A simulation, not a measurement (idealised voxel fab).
Presented below is a process module, voxel quadruple lines.
Each square cell in cross-section cut measures 5 nm, and the section as a whole is 240 nm wide.
A cross-section is a grid of square cells, given in bands from the top down. A band is one or more rows of cells.
Top, bottom (nm), then materials left to right with widths (nm); lone material tagged "all across" fills the whole band edge to edge; "empty" = empty space.
A quick word on heights: they are counted from 0, and under that level the wafer as it came to us is one material throughout. The lowest band is different from the rest in having no bottom; it simply continues downward, written as in "from 0 down".
You'd read "30 to 40" like this: the band's top row of cells is as wide as the first number, its bottom row is as wide as the second, and going down, every row changes width by the same amount as the row before did.
You'll sometimes find "no alterations made" written for a step, and that's the way of saying that nowhere in the cross-section did a cell change during that step.
The label "Voids, fully enclosed" introduces a list of the empty spaces, 8 cells or larger, that have no open way up to the top; each entry in it reads width x height at distance, where the distance is taken from the left edge and all three are stated in nm.
Post-settings text on a step line: simulator's own remark regarding the step.
"overlay nm" denotes, for a step that has a mask, the displacement of the mask to the right of its planned place, with negative values corresponding to the left.

[Intended process steps]
1,RECEIVE,material Si
2,CONFORMAL_DEP,material SiO2,thk nm 5
3,DIRECTIONAL_DEP,material W,thk nm 10
4,DIRECTIONAL_DEP,material polySi,thk nm 15
5,DIRECTIONAL_DEP,material aC,thk nm 20
6,PATTERN,tone cover,mask id MANDREL,material resist,width nm 25,pitch nm 80,thk nm 30,overlay nm 0
7,DIRECTIONAL_ETCH,etch materials aC,depth nm 20
8,STRIP,etch materials resist
9,CONFORMAL_DEP,material SiO2,thk nm 15
10,DIRECTIONAL_ETCH,etch materials SiO2,depth nm 15
11,STRIP,etch materials aC
12,DIRECTIONAL_ETCH,etch materials polySi,depth nm 15
13,STRIP,etch materials SiO2
14,CONFORMAL_DEP,material SiN,thk nm 5
15,DIRECTIONAL_ETCH,etch materials SiN,depth nm 5
16,STRIP,etch materials polySi
17,DIRECTIONAL_ETCH,etch materials W,depth nm 10
18,STRIP,etch materials SiN

[Wafer as received: cross-section following step 1]
from 0 down  Si all across
Voids, fully enclosed: none

[Wafer cross-section at end of module: start and plan as shown above, one execution error]
from 15 to 5  empty: 35, then W: 5, then empty: 15, then W: 5, then empty: 15, then W: 5, then empty: 15, then W: 5, then empty: 15, then W: 5, then empty: 15, then W: 5, then empty: 15, then W: 5, then empty: 15, then W: 5, then empty: 60
from 5 to 0  SiO2 all across
from 0 down  Si all across
Voids, fully enclosed: none
What was done differently from what was planned? step 6 was processed under conditions differing from the plan, specifically as PATTERN,tone cover,mask id MANDREL,material resist,width nm 25,pitch nm 80,thk nm 30,overlay nm -10
